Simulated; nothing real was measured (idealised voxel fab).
Module name: voxel lift off (process module)
This is section cut - it's 215 nm across, gridded in 5 nm square cells.
When this document writes out a cross-section, it uses a grid of square cells and lists it as bands, beginning at the top and moving down, with a band standing for one or more rows of cells.
It is stipulated that each band's entry specify, in nanometres, the height of the top of the band and then that of its bottom, followed by the materials of the band in left-to-right sequence, each together with its width in nanometres. A single material marked by the word "full width" is understood to fill the band from edge to edge; the word "air" is understood to denote empty space.
Measure heights from 0. That's the level where, below it, the as-received wafer is all one material. The lowest band is bottomless and extends downward; write it as in "0 and below".
Think of "30..40" as a width that walks from the first number to the second as you go down the band, top row to bottom row, taking equal-sized steps from row to row.
"changes: none", as given for a step, is the statement that not any cell of the cross-section underwent a change during that step.
The label "Entrapped void list" introduces a list of the empty spaces, 8 cells or larger, that have no open way up to the top; each entry in it reads width x height at distance, where the distance is taken from the left edge and all three are stated in nm.
Heads up: the bit after the settings on a step's line is the simulator's remark on that step.
"overlay nm", when on a step's line for a step with a mask, measures how far to the right of its planned place the mask lay; a negative measure means to the left.
[Listed below are the process steps as planned]
1,RECEIVE | material Si
2,CONFORMAL_DEP | material SiO2 | thk nm 5
3,PATTERN | tone open | mask id LINES | material resist | width nm 30 | pitch nm 45 | thk nm 25 | overlay nm 0
4,DIRECTIONAL_DEP | material Ru | thk nm 10
5,STRIP | etch materials resist
6,CONFORMAL_DEP | material SiCN | thk nm 10
[On the first of the two wafers: run conducted according to plan]
[Wafer cross-section on receipt, i.e. after step 1]
    0 and below  Si full width
    Entrapped void list: none
[Wafer after step 2 (cross-section)]
    5 down to 0  SiO2 full width
    For the remainder of the cross-section, below 0, there is no change.
[Wafer after step 3 (cross-section)]
    30 down to 5  25 of resist  30 of air  15 of resist  30 of air  15 of resist  30 of air  15 of resist  30 of air  25 of resist
    For the remainder of the cross-section, below 5, there is no change.
[Wafer after step 4 (cross-section)]
    40 down to 30  25 of Ru  30 of air  15 of Ru  30 of air  15 of Ru  30 of air  15 of Ru  30 of air  25 of Ru
    30 down to 15  25 of resist  30 of air  15 of resist  30 of air  15 of resist  30 of air  15 of resist  30 of air  25 of resist
    15 down to 5  25 of resist  30 of Ru  15 of resist  30 of Ru  15 of resist  30 of Ru  15 of resist  30 of Ru  25 of resist
    For the remainder of the cross-section, below 5, there is no change.
[Wafer after step 5 (cross-section)]
    15 down to 5  25 of air  30 of Ru  15 of air  30 of Ru  15 of air  30 of Ru  15 of air  30 of Ru  25 of air
    For the remainder of the cross-section, below 5, there is no change.
[Wafer after step 6 (cross-section)]
    25 down to 15  15 of air  185 of SiCN  15 of air
    15 down to 5  25 of SiCN  30 of Ru  15 of SiCN  30 of Ru  15 of SiCN  30 of Ru  15 of SiCN  30 of Ru  25 of SiCN
    For the remainder of the cross-section, below 5, there is no change.
[Regarding the second of the two wafers: it shared the first wafer's starting condition and process plan, yet one error occurred during its execution. Its history coincides with that of the first wafer up to and including step 2]
[Cross-section: second wafer, time at which step 3 was scheduled to end]
    30 down to 5  25 of air  30 of resist  15 of air  30 of resist  15 of air  30 of resist  15 of air  30 of resist  25 of air
    For the remainder of the cross-section, below 5, there is no change.
[Cross-section: second wafer, time at which step 4 was scheduled to end]
    40 down to 30  25 of air  30 of Ru  15 of air  30 of Ru  15 of air  30 of Ru  15 of air  30 of Ru  25 of air
    30 down to 15  25 of air  30 of resist  15 of air  30 of resist  15 of air  30 of resist  15 of air  30 of resist  25 of air
    15 down to 5  25 of Ru  30 of resist  15 of Ru  30 of resist  15 of Ru  30 of resist  15 of Ru  30 of resist  25 of Ru
    For the remainder of the cross-section, below 5, there is no change.
[Cross-section: second wafer, time at which step 5 was scheduled to end]
    15 down to 5  25 of Ru  30 of air  15 of Ru  30 of air  15 of Ru  30 of air  15 of Ru  30 of air  25 of Ru
    For the remainder of the cross-section, below 5, there is no change.
[Cross-section: second wafer, time at which step 6 was scheduled to end]
    25 down to 15  35 of SiCN  10 of air  35 of SiCN  10 of air  35 of SiCN  10 of air  35 of SiCN  10 of air  35 of SiCN
    15 down to 5  25 of Ru  30 of SiCN  15 of Ru  30 of SiCN  15 of Ru  30 of SiCN  15 of Ru  30 of SiCN  25 of Ru
    For the remainder of the cross-section, below 5, there is no change.
Nonconformance to the process plan: note that step 3 departed from the planned setting and was carried out as PATTERN | tone cover | mask id LINES | material resist | width nm 30 | pitch nm 45 | thk nm 25 | overlay nm 0
FYI, end of process, the second wafer has more or fewer cells of some materials than the first: Ru: 10 fewer, SiCN: 6 more
